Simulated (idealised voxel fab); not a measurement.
The name of this process module is voxel transistor to metal.
In the cross-section labelled cut, the width is 180 nm and each square cell is 5 nm.
Cross-section layout: square cells on a grid; listed as bands, top to bottom; a band spans one or more cell rows.
Heads up on the band format: heights come first, top then bottom, in nm. After that it's the materials left to right, each with its width in nm. A single material flagged "edge to edge" fills the whole band edge to edge, and "air" means there's empty space there.
Counting heights begins at 0, where everything beneath is, in the wafer as received, one material. The lowest band has no bottom; it goes on downwards, as "from 0 down" shows.
Width: "30..40" (first number = top row, second number = bottom row, same change from row to row of cells).
The designation "nothing changed", where it is given for a processing step, indicates that no cell of the cross-section was altered in the course of that step.
"Voids, sealed" lists enclosed empty spaces (at least 8 cells, no open path upward to the top), each as width x height at distance from the left edge, in nm.
Heads up: the bit after the settings on a step's line is the simulator's remark on that step.
The "overlay nm" setting may appear on a step's line; for a step that uses a mask, it gives how far to the right of its planned position the mask lay, and a negative value indicates the left.

[Process steps - plan]
- 1: RECEIVE: material Si
- 2: OXIDIZE: depth nm 5
- 3: CONFORMAL_DEP: material SiN, thk nm 15
- 4: DIRECTIONAL_DEP: material aC, thk nm 15
- 5: PATTERN: tone cover, mask id ACTIVE, material resist, width nm 95, thk nm 35, overlay nm 0
- 6: DIRECTIONAL_ETCH: etch materials aC, depth nm 15
- 7: STRIP: etch materials resist
- 8: DIRECTIONAL_ETCH: etch materials SiN, depth nm 15
- 9: DIRECTIONAL_ETCH: etch materials SiO2, depth nm 5
- 10: DIRECTIONAL_ETCH: etch materials Si, depth nm 20
- 11: STRIP: etch materials aC
- 12: OXIDIZE: depth nm 5
- 13: FILL_DEP: material SiO2, thk nm 15
- 14: CMP: height nm 15
- 15: SELECTIVE_ETCH: etch materials SiO2, depth nm 5
- 16: STRIP: etch materials SiN
- 17: SELECTIVE_ETCH: etch materials SiO2, depth nm 5
- 18: OXIDIZE: depth nm 5
- 19: DIRECTIONAL_DEP: material polySi, thk nm 20
- 20: DIRECTIONAL_DEP: material SiCN, thk nm 15
- 21: DIRECTIONAL_DEP: material aC, thk nm 10
- 22: PATTERN: tone cover, mask id GATE, material resist, width nm 15, thk nm 30, overlay nm 0
- 23: DIRECTIONAL_ETCH: etch materials aC, depth nm 10
- 24: STRIP: etch materials resist
- 25: DIRECTIONAL_ETCH: etch materials SiCN, depth nm 25
- 26: DIRECTIONAL_ETCH: etch materials polySi, depth nm 30
- 27: STRIP: etch materials aC
- 28: CONFORMAL_DEP: material SiO2, thk nm 5
- 29: DIRECTIONAL_ETCH: etch materials SiO2, depth nm 5
- 30: CONFORMAL_DEP: material SiN, thk nm 5
- 31: DIRECTIONAL_ETCH: etch materials SiN, depth nm 5
- 32: DIRECTIONAL_ETCH: etch materials SiO2, depth nm 5
- 33: DIRECTIONAL_ETCH: etch materials Si, depth nm 10
- 34: EPI: material SiGe, thk nm 10
- 35: FILL_DEP: material SiO2, thk nm 10
- 36: CMP: height nm 30
- 37: DIRECTIONAL_DEP: material SiO2, thk nm 10
- 38: DIRECTIONAL_DEP: material aC, thk nm 10
- 39: PATTERN: tone open, mask id CONTACT, material resist, width nm 30, pitch nm 55, thk nm 25, overlay nm 0
- 40: DIRECTIONAL_ETCH: etch materials aC, depth nm 10
- 41: STRIP: etch materials resist
- 42: DIRECTIONAL_ETCH: etch materials SiO2, depth nm 50
- 43: STRIP: etch materials aC
- 44: CONFORMAL_DEP: material TiN, thk nm 5
- 45: FILL_DEP: material Ru, thk nm 10
- 46: CMP: height nm 40
- 47: CONFORMAL_DEP: material SiN, thk nm 5
- 48: DIRECTIONAL_DEP: material lowk, thk nm 20
- 49: PATTERN: tone open, mask id METAL_1, material resist, width nm 15, pitch nm 70, thk nm 20, overlay nm 0
- 50: DIRECTIONAL_ETCH: etch materials lowk, depth nm 20
- 51: DIRECTIONAL_ETCH: etch materials SiN, depth nm 5
- 52: STRIP: etch materials resist
- 53: CONFORMAL_DEP: material TiN, thk nm 5
- 54: FILL_DEP: material Ru, thk nm 5
- 55: CMP: height nm 65
- 56: EPI: material Ru, thk nm 5
- 57: FILL_DEP: material SiCN, thk nm 5
- 58: DIRECTIONAL_DEP: material lowk, thk nm 30
- 59: DIRECTIONAL_DEP: material aC, thk nm 15
- 60: PATTERN: tone open, mask id METAL_2, material resist, width nm 15, pitch nm 70, thk nm 35, overlay nm 0
- 61: DIRECTIONAL_ETCH: etch materials aC, depth nm 15
- 62: STRIP: etch materials resist
- 63: DIRECTIONAL_ETCH: etch materials lowk, depth nm 15
- 64: STRIP: etch materials aC
- 65: DIRECTIONAL_DEP: material aC, thk nm 10
- 66: PATTERN: tone open, mask id METAL_2_HOLES, material resist, width nm 15, pitch nm 70, thk nm 30, overlay nm 0
- 67: DIRECTIONAL_ETCH: etch materials aC, depth nm 10
- 68: STRIP: etch materials resist
- 69: DIRECTIONAL_ETCH: etch materials lowk, depth nm 15
- 70: DIRECTIONAL_ETCH: etch materials SiCN, depth nm 5
- 71: STRIP: etch materials aC
- 72: CONFORMAL_DEP: material TiN, thk nm 5
- 73: FILL_DEP: material Cu, thk nm 5
- 74: CMP: height nm 105
- 75: CONFORMAL_DEP: material SiCN, thk nm 5

[Cross-sectional view of the wafer in its as-received condition, corresponding to the state after step 1]
* from 0 down  Si edge to edge
* Voids, sealed: none

[first wafer at the end, as planned]
* from 110 to 105  SiCN edge to edge
* from 105 to 75  45 lowk | 5 TiN | 5 Cu | 5 TiN | 55 lowk | 5 TiN | 5 Cu | 5 TiN | 50 lowk
* from 75 to 70  45 SiCN | 15 TiN | 55 SiCN | 15 TiN | 50 SiCN
* from 70 to 65  40 SiCN | 25 Ru | 45 SiCN | 25 Ru | 45 SiCN
* from 65 to 45  45 lowk | 5 TiN | 5 Ru | 5 TiN | 55 lowk | 5 TiN | 5 Ru | 5 TiN | 50 lowk
* from 45 to 40  45 SiN | 15 TiN | 55 SiN | 15 TiN | 50 SiN
* from 40 to 30  45 SiO2 | 5 TiN | 20..15 Ru | 5..10 TiN | 25 SiO2 | 5..10 TiN | 20..15 Ru | 5 TiN | 50 SiO2
* from 30 to 15  45 SiO2 | 5 TiN | 15 Ru | 5 TiN | 5 SiN | 5 SiO2 | 15 SiCN | 5 SiO2 | 5 SiN | 5 TiN | 15 Ru | 5 TiN | 50 SiO2
* from 15 to 5  45 SiO2 | 5 TiN | 15 Ru | 5 TiN | 5 SiN | 5 SiO2 | 15 polySi | 5 SiO2 | 5 SiN | 5 TiN | 15 Ru | 5 TiN | 50 SiO2
* from 5 to 0  40 SiO2 | 5 SiN | 5 TiN | 5 Ru | 15 TiN | 5 SiN | 5 SiO2 | 15 polySi | 5 SiO2 | 5 SiN | 15 TiN | 5 Ru | 5 TiN | 5 SiN | 45 SiO2
* from 0 to -5  40 SiO2 | 5 SiN | 5 TiN | 5 Ru | 5 TiN | 10 SiGe | 5 SiN | 5 SiO2 | 15 polySi | 5 SiO2 | 5 SiN | 10 SiGe | 5 TiN | 5 Ru | 5 TiN | 5 SiN | 45 SiO2
* from -5 to -10  45 SiO2 | 15 TiN | 10 SiGe | 35 SiO2 | 10 SiGe | 15 TiN | 50 SiO2
* from -10 to -20  45 SiO2 | 25 SiGe | 35 Si | 25 SiGe | 50 SiO2
* from -20 to -30  45 SiO2 | 85 Si | 50 SiO2
* from -30 down  Si edge to edge
* Voids, sealed: none

[Second of two wafers, module complete, sectioned: it shares the first wafer's start and plan but was run with one mistake]
* from 110 to 105  SiCN edge to edge
* from 105 to 75  45 lowk | 5 TiN | 5 Cu | 5 TiN | 55 lowk | 5 TiN | 5 Cu | 5 TiN | 50 lowk
* from 75 to 70  45 SiCN | 15 TiN | 55 SiCN | 15 TiN | 50 SiCN
* from 70 to 60  Ru edge to edge
* from 60 to 55  50 TiN | 5 Ru | 65 TiN | 5 Ru | 55 TiN
* from 55 to 45  45 lowk | 5 TiN | 5 Ru | 5 TiN | 55 lowk | 5 TiN | 5 Ru | 5 TiN | 50 lowk
* from 45 to 40  45 SiN | 15 TiN | 55 SiN | 15 TiN | 50 SiN
* from 40 to 30  45 SiO2 | 5 TiN | 20..15 Ru | 5..10 TiN | 25 SiO2 | 5..10 TiN | 20..15 Ru | 5 TiN | 50 SiO2
* from 30 to 15  45 SiO2 | 5 TiN | 15 Ru | 5 TiN | 5 SiN | 5 SiO2 | 15 SiCN | 5 SiO2 | 5 SiN | 5 TiN | 15 Ru | 5 TiN | 50 SiO2
* from 15 to 5  45 SiO2 | 5 TiN | 15 Ru | 5 TiN | 5 SiN | 5 SiO2 | 15 polySi | 5 SiO2 | 5 SiN | 5 TiN | 15 Ru | 5 TiN | 50 SiO2
* from 5 to 0  40 SiO2 | 5 SiN | 5 TiN | 5 Ru | 15 TiN | 5 SiN | 5 SiO2 | 15 polySi | 5 SiO2 | 5 SiN | 15 TiN | 5 Ru | 5 TiN | 5 SiN | 45 SiO2
* from 0 to -5  40 SiO2 | 5 SiN | 5 TiN | 5 Ru | 5 TiN | 10 SiGe | 5 SiN | 5 SiO2 | 15 polySi | 5 SiO2 | 5 SiN | 10 SiGe | 5 TiN | 5 Ru | 5 TiN | 5 SiN | 45 SiO2
* from -5 to -10  45 SiO2 | 15 TiN | 10 SiGe | 35 SiO2 | 10 SiGe | 15 TiN | 50 SiO2
* from -10 to -20  45 SiO2 | 25 SiGe | 35 Si | 25 SiGe | 50 SiO2
* from -20 to -30  45 SiO2 | 85 Si | 50 SiO2
* from -30 down  Si edge to edge
* Voids, sealed: none
What was the processing mistake? contrary to plan, step 48 was performed as DIRECTIONAL_DEP: material lowk, thk nm 10
FYI, end of process, the second wafer has more or fewer cells of some materials than the first: 60 more of Ru | 26 fewer of SiCN | 26 more of TiN | 60 fewer of lowk
